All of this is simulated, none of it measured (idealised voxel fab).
voxel self aligned vias: a process module
Cross-section cut spans 295 nm and uses square cells 5 nm in size.
Cross-section layout: square cells on a grid; listed as bands, top to bottom; a band spans one or more cell rows.
First you get the band's top height and its bottom height, in nm, and then the materials it's made of, left to right, with each width in nm. If you see a single material with "all across", that one covers the band edge to edge. "blank" is empty space.
All heights in this document are referenced to 0, defined as the level beneath which the wafer, as received, consists entirely of one material. The lowest band is not bounded below; it extends indefinitely downward and is written in the form "0 -> down".
A two-number width, for instance "30..40", indicates that the width is equal to the first number in the top row of the band and to the second number in the bottom row, and that it changes by a constant amount per row of cells.
Take "everything unchanged" at face value: in the step it is given for, the cross-section changed in none of its cells.
Under "Enclosed void inventory" you'll find the enclosed gaps, the ones with no way out to the top, that are 8 cells or bigger; each reads width x height at distance, with distance counted from the left edge, everything in nm.
That trailing text on a step's line, after the settings, is the simulator's own remark on the step.
You can add "overlay nm" to a step's line. For a step with a mask, it describes how far the mask lay to the right of its planned position, and a negative number describes a lay to the left.

So here's the lineup of process steps we planned:
1) RECEIVE (material Si)
2) CONFORMAL_DEP (material SiO2; thk nm 10)
3) CONFORMAL_DEP (material SiCN; thk nm 5)
4) DIRECTIONAL_DEP (material SiO2; thk nm 25)
5) DIRECTIONAL_DEP (material aC; thk nm 15)
6) PATTERN (tone open; mask id LINES; material resist; width nm 30; pitch nm 65; thk nm 30; overlay nm 0)
7) DIRECTIONAL_ETCH (etch materials aC; depth nm 15)
8) STRIP (etch materials resist)
9) DIRECTIONAL_ETCH (etch materials SiO2; depth nm 25)
10) STRIP (etch materials aC)
11) CONFORMAL_DEP (material TiN; thk nm 5)
12) FILL_DEP (material W; thk nm 5)
13) CMP (height nm 40)
14) SELECTIVE_ETCH (etch materials W Ru TiN; depth nm 5)
15) FILL_DEP (material SiN; thk nm 5)
16) CMP (height nm 40)
17) DIRECTIONAL_DEP (material SiO2; thk nm 15)
18) DIRECTIONAL_DEP (material aC; thk nm 15)
19) PATTERN (tone open; mask id VIAS; material resist; width nm 40; thk nm 35; overlay nm 0)
20) DIRECTIONAL_ETCH (etch materials aC; depth nm 15)
21) STRIP (etch materials resist)
22) DIRECTIONAL_ETCH (etch materials SiO2; depth nm 15)
23) DIRECTIONAL_ETCH (etch materials SiN; depth nm 5)
24) STRIP (etch materials aC)
25) CONFORMAL_DEP (material TiN; thk nm 5)
26) FILL_DEP (material W; thk nm 5)
27) CMP (height nm 55)
28) CONFORMAL_DEP (material SiN; thk nm 5)

Of two wafers, the first: run according to plan:

Cross-section of the incoming wafer, state after step 1:
    0 -> down = Si all across
    Enclosed void inventory: none

The wafer in cross-section once step 2 is complete:
    10 -> 0 = SiO2 all across
    At heights below 0, the structure remains unaltered.

The wafer in cross-section once step 3 is complete:
    15 -> 10 = SiCN all across
    At heights below 10, the structure remains unaltered.

The wafer in cross-section once step 4 is complete:
    40 -> 15 = SiO2 all across
    At heights below 15, the structure remains unaltered.

The wafer in cross-section once step 5 is complete:
    55 -> 40 = aC all across
    At heights below 40, the structure remains unaltered.

The wafer in cross-section once step 6 is complete:
    85 -> 55 = 100 resist, then 30 blank, then 35 resist, then 30 blank, then 100 resist
    At heights below 55, the structure remains unaltered.

The wafer in cross-section once step 7 is complete:
    70 -> 55 = 100 resist, then 30 blank, then 35 resist, then 30 blank, then 100 resist
    55 -> 40 = 100 aC, then 30 blank, then 35 aC, then 30 blank, then 100 aC
    At heights below 40, the structure remains unaltered.

The wafer in cross-section once step 8 is complete:
    55 -> 40 = 100 aC, then 30 blank, then 35 aC, then 30 blank, then 100 aC
    At heights below 40, the structure remains unaltered.

The wafer in cross-section once step 9 is complete:
    55 -> 40 = 100 aC, then 30 blank, then 35 aC, then 30 blank, then 100 aC
    40 -> 15 = 100 SiO2, then 30 blank, then 35 SiO2, then 30 blank, then 100 SiO2
    At heights below 15, the structure remains unaltered.

The wafer in cross-section once step 10 is complete:
    40 -> 15 = 100 SiO2, then 30 blank, then 35 SiO2, then 30 blank, then 100 SiO2
    At heights below 15, the structure remains unaltered.

The wafer in cross-section once step 11 is complete:
    45 -> 40 = 105 TiN, then 20 blank, then 45 TiN, then 20 blank, then 105 TiN
    40 -> 20 = 100 SiO2, then 5 TiN, then 20 blank, then 5 TiN, then 35 SiO2, then 5 TiN, then 20 blank, then 5 TiN, then 100 SiO2
    20 -> 15 = 100 SiO2, then 30 TiN, then 35 SiO2, then 30 TiN, then 100 SiO2
    At heights below 15, the structure remains unaltered.

The wafer in cross-section once step 12 is complete:
    50 -> 45 = W all across
    45 -> 40 = 105 TiN, then 20 W, then 45 TiN, then 20 W, then 105 TiN
    40 -> 20 = 100 SiO2, then 5 TiN, then 20 W, then 5 TiN, then 35 SiO2, then 5 TiN, then 20 W, then 5 TiN, then 100 SiO2
    At heights below 20, the structure remains unaltered.

The wafer in cross-section once step 13 is complete:
    40 -> 20 = 100 SiO2, then 5 TiN, then 20 W, then 5 TiN, then 35 SiO2, then 5 TiN, then 20 W, then 5 TiN, then 100 SiO2
    At heights below 20, the structure remains unaltered.

The wafer in cross-section once step 14 is complete:
    40 -> 35 = 100 SiO2, then 30 blank, then 35 SiO2, then 30 blank, then 100 SiO2
    At heights below 35, the structure remains unaltered.

The wafer in cross-section once step 15 is complete:
    45 -> 40 = SiN all across
    40 -> 35 = 100 SiO2, then 30 SiN, then 35 SiO2, then 30 SiN, then 100 SiO2
    At heights below 35, the structure remains unaltered.

The wafer in cross-section once step 16 is complete:
    40 -> 35 = 100 SiO2, then 30 SiN, then 35 SiO2, then 30 SiN, then 100 SiO2
    At heights below 35, the structure remains unaltered.

The wafer in cross-section once step 17 is complete:
    55 -> 40 = SiO2 all across
    At heights below 40, the structure remains unaltered.

The wafer in cross-section once step 18 is complete:
    70 -> 55 = aC all across
    At heights below 55, the structure remains unaltered.

The wafer in cross-section once step 19 is complete:
    105 -> 70 = 95 resist, then 40 blank, then 160 resist
    At heights below 70, the structure remains unaltered.

The wafer in cross-section once step 20 is complete:
    90 -> 70 = 95 resist, then 40 blank, then 160 resist
    70 -> 55 = 95 aC, then 40 blank, then 160 aC
    At heights below 55, the structure remains unaltered.

The wafer in cross-section once step 21 is complete:
    70 -> 55 = 95 aC, then 40 blank, then 160 aC
    At heights below 55, the structure remains unaltered.

The wafer in cross-section once step 22 is complete:
    70 -> 55 = 95 aC, then 40 blank, then 160 aC
    55 -> 40 = 95 SiO2, then 40 blank, then 160 SiO2
    At heights below 40, the structure remains unaltered.

The wafer in cross-section once step 23 is complete:
    70 -> 55 = 95 aC, then 40 blank, then 160 aC
    55 -> 40 = 95 SiO2, then 40 blank, then 160 SiO2
    40 -> 35 = 100 SiO2, then 30 blank, then 35 SiO2, then 30 SiN, then 100 SiO2
    At heights below 35, the structure remains unaltered.

The wafer in cross-section once step 24 is complete:
    55 -> 40 = 95 SiO2, then 40 blank, then 160 SiO2
    At heights below 40, the structure remains unaltered.

The wafer in cross-section once step 25 is complete:
    60 -> 55 = 100 TiN, then 30 blank, then 165 TiN
    55 -> 45 = 95 SiO2, then 5 TiN, then 30 blank, then 5 TiN, then 160 SiO2
    45 -> 40 = 95 SiO2, then 10 TiN, then 20 blank, then 10 TiN, then 160 SiO2
    40 -> 35 = 100 SiO2, then 30 TiN, then 35 SiO2, then 30 SiN, then 100 SiO2
    At heights below 35, the structure remains unaltered.

The wafer in cross-section once step 26 is complete:
    65 -> 60 = W all across
    60 -> 55 = 100 TiN, then 30 W, then 165 TiN
    55 -> 45 = 95 SiO2, then 5 TiN, then 30 W, then 5 TiN, then 160 SiO2
    45 -> 40 = 95 SiO2, then 10 TiN, then 20 W, then 10 TiN, then 160 SiO2
    At heights below 40, the structure remains unaltered.

The wafer in cross-section once step 27 is complete:
    55 -> 45 = 95 SiO2, then 5 TiN, then 30 W, then 5 TiN, then 160 SiO2
    At heights below 45, the structure remains unaltered.

The wafer in cross-section once step 28 is complete:
    60 -> 55 = SiN all across
    At heights below 55, the structure remains unaltered.

What follows concerns the second wafer, which started out like the first and was meant to follow the very same plan; one mistake crept in when it was run, but everything up to and including step 21 is the same as for the first wafer:

Second wafer: cross-section at the scheduled end of step 22:
    70 -> 55 = 95 aC, then 40 blank, then 160 aC
    55 -> 40 = 95 SiO2, then 40 blank, then 160 SiO2
    40 -> 35 = 95 SiO2, then 5 blank, then 30 SiN, then 5 blank, then 30 SiO2, then 30 SiN, then 100 SiO2
    35 -> 25 = 95 SiO2, then 5 blank, then 5 TiN, then 20 W, then 5 TiN, then 5 blank, then 30 SiO2, then 5 TiN, then 20 W, then 5 TiN, then 100 SiO2
    At heights below 25, the structure remains unaltered.

Second wafer: cross-section at the scheduled end of step 23:
    70 -> 55 = 95 aC, then 40 blank, then 160 aC
    55 -> 40 = 95 SiO2, then 40 blank, then 160 SiO2
    40 -> 35 = 95 SiO2, then 40 blank, then 30 SiO2, then 30 SiN, then 100 SiO2
    At heights below 35, the structure remains unaltered.

Second wafer: cross-section at the scheduled end of step 24:
    55 -> 40 = 95 SiO2, then 40 blank, then 160 SiO2
    At heights below 40, the structure remains unaltered.

Second wafer: cross-section at the scheduled end of step 25:
    60 -> 55 = 100 TiN, then 30 blank, then 165 TiN
    55 -> 40 = 95 SiO2, then 5 TiN, then 30 blank, then 5 TiN, then 160 SiO2
    40 -> 35 = 95 SiO2, then 40 TiN, then 30 SiO2, then 30 SiN, then 100 SiO2
    35 -> 25 = 95 SiO2, then 10 TiN, then 20 W, then 10 TiN, then 30 SiO2, then 5 TiN, then 20 W, then 5 TiN, then 100 SiO2
    At heights below 25, the structure remains unaltered.

Second wafer: cross-section at the scheduled end of step 26:
    65 -> 60 = W all across
    60 -> 55 = 100 TiN, then 30 W, then 165 TiN
    55 -> 40 = 95 SiO2, then 5 TiN, then 30 W, then 5 TiN, then 160 SiO2
    At heights below 40, the structure remains unaltered.

Second wafer: cross-section at the scheduled end of step 27:
    55 -> 40 = 95 SiO2, then 5 TiN, then 30 W, then 5 TiN, then 160 SiO2
    At heights below 40, the structure remains unaltered.

Second wafer: cross-section at the scheduled end of step 28:
    60 -> 55 = SiN all across
    At heights below 55, the structure remains unaltered.
Against the plan, the run slipped here: execution of plan step 22 occurred twice
Once processing is complete, comparing cell counts shows that the second wafer has more or fewer of certain materials than the first: -6 SiO2, +4 TiN, +2 W
